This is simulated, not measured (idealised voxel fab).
process module | voxel fin reveal
cross-section cut | 255 nm wide | cells 5 nm
A cross-section is a grid of square cells, given in bands from the top down. A band is one or more rows of cells.
Each band's line starts with the height of the band's top and of its bottom, in nm. Then come its materials from left to right, each with its width in nm. One material with "throughout" fills the band from edge to edge. "air" is empty space.
Height 0 is the level under which the wafer as received is all one material. The lowest band goes on downwards, as in "0 down".
A width such as "30 to 40" changes by the same amount from each row of cells to the next, from the band's top row to its bottom row.
"no change" after a step means that no cell of the cross-section changed.
closed voids: empty space of 8 cells or more with no open way to the top, each as width x height at its distance from the left edge, in nm
after a step's settings: what the simulator itself notes on the step
overlay nm, on a step with a mask: how far to the right of its planned place the mask lay; to the left if negative
plan
1 op RECEIVE | material Si
2 op CONFORMAL_DEP | material SiN | thk nm 10
3 op PATTERN | tone cover | mask id FINS | material resist | width nm 15 | pitch nm 40 | thk nm 15 | overlay nm -15
4 op DIRECTIONAL_ETCH | etch materials SiN | depth nm 10
5 op DIRECTIONAL_ETCH | etch materials Si | depth nm 35
6 op STRIP | etch materials resist
7 op OXIDIZE | depth nm 5
8 op FILL_DEP | material SiO2 | thk nm 10
9 op CMP | height nm 10
10 op SELECTIVE_ETCH | etch materials SiO2 | depth nm 20
11 op STRIP | etch materials SiN
varied across the wafers: overlay nm of step 3. The plan shows the first wafer's value. All wafers start alike
first wafer as received, after step 1
  0 down: Si throughout
  closed voids: none
each wafer at the end: cells of each material gained (+) or lost (-) since it was received, then its closed voids
overlay nm -15 | -384 Si | +288 SiO2 | closed voids: none
overlay nm -10 | -384 Si | +288 SiO2 | closed voids: none
overlay nm -5 | -384 Si | +288 SiO2 | closed voids: none
overlay nm 0 | -384 Si | +288 SiO2 | closed voids: none
overlay nm 5 | -384 Si | +288 SiO2 | closed voids: none
overlay nm 10 | -384 Si | +288 SiO2 | closed voids: none
overlay nm 15 | -384 Si | +288 SiO2 | closed voids: none
